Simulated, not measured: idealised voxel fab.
A process module follows: voxel released beams.
For reference, the cross-section in this document is cut, with width 160 nm and square cells of 5 nm.
This document writes a cross-section as a grid whose cells are square, and gives it as bands, listed from the top down; one or more rows of cells form a band.
For a band, the entry starts with two heights in nm, that of the top and then that of the bottom, and carries on with the band's materials in order from left to right, each alongside its width in nm; the word "all across" beside a single material means it fills the band edge to edge, and "blank" means empty space.
The reference from which all heights are counted is 0, the level beneath which the as-received wafer is entirely one material; the lowest band, having no lower bound, proceeds downward and is written after the example "top 0, no bottom".
Think of "30 to 40" as a width that walks from the first number to the second as you go down the band, top row to bottom row, taking equal-sized steps from row to row.
It should be understood that the words "everything unchanged", when stated for a given step, signify that the cross-section underwent no change in any of its cells during that step.
"Closed cavities" specifies each empty space that is not open to the top and that occupies no fewer than 8 cells, using the form width x height at distance, the distance measured from the left edge and all three quantities in nm.
after a step's settings: what the simulator itself notes on the step
"overlay nm" answers the question of how far to the right of plan the mask lay on a step that has a mask, and when it is negative the answer is to the left.
SET OUT BELOW ARE THE PLANNED STEPS OF THE PROCESS
- 1: RECEIVE, material Si
- 2: CONFORMAL_DEP, material Al2O3, thk nm 5
- 3: DIRECTIONAL_DEP, material SiO2, thk nm 20
- 4: DIRECTIONAL_DEP, material aC, thk nm 10
- 5: PATTERN, tone open, mask id ANCHOR, material resist, width nm 25, thk nm 25, overlay nm 0
- 6: DIRECTIONAL_ETCH, etch materials aC, depth nm 10
- 7: STRIP, etch materials resist
- 8: DIRECTIONAL_ETCH, etch materials SiO2, depth nm 20
- 9: STRIP, etch materials aC
- 10: CONFORMAL_DEP, material polySi, thk nm 10
- 11: PATTERN, tone cover, mask id BEAM, material resist, width nm 90, thk nm 15, overlay nm 0
- 12: DIRECTIONAL_ETCH, etch materials polySi, depth nm 10
- 13: STRIP, etch materials resist
- 14: STRIP, etch materials SiO2
WAFER CROSS-SECTION ON RECEIPT, I.E. AFTER STEP 1
* top 0, no bottom  Si all across
* Closed cavities: none
POST-MODULE CROSS-SECTION OF THE FIRST OF TWO WAFERS (RUN PER PLAN)
* top 35, bottom 25  blank=30, polySi=15, blank=5, polySi=70, blank=40
* top 25, bottom 15  blank=35, polySi=10, blank=5, polySi=10, blank=100
* top 15, bottom 5  blank=35, polySi=25, blank=100
* top 5, bottom 0  Al2O3 all across
* top 0, no bottom  Si all across
* Closed cavities: none
HERE'S THE SECOND OF OUR TWO WAFERS SECTIONED AT MODULE END. SAME START AS THE FIRST, SAME PLAN, BUT ONE MISTAKE GOT MADE RUNNING IT
* top 30, bottom 25  blank=30, polySi=10, blank=15, polySi=65, blank=40
* top 25, bottom 10  blank=35, polySi=5, blank=15, polySi=5, blank=100
* top 10, bottom 5  blank=35, polySi=25, blank=100
* top 5, bottom 0  Al2O3 all across
* top 0, no bottom  Si all across
* Closed cavities: none
What was the processing mistake? step 10 was not run as planned; what actually ran was CONFORMAL_DEP, material polySi, thk nm 5
FYI, end of process, the second wafer has more or fewer cells of some materials than the first: 26 fewer of polySi
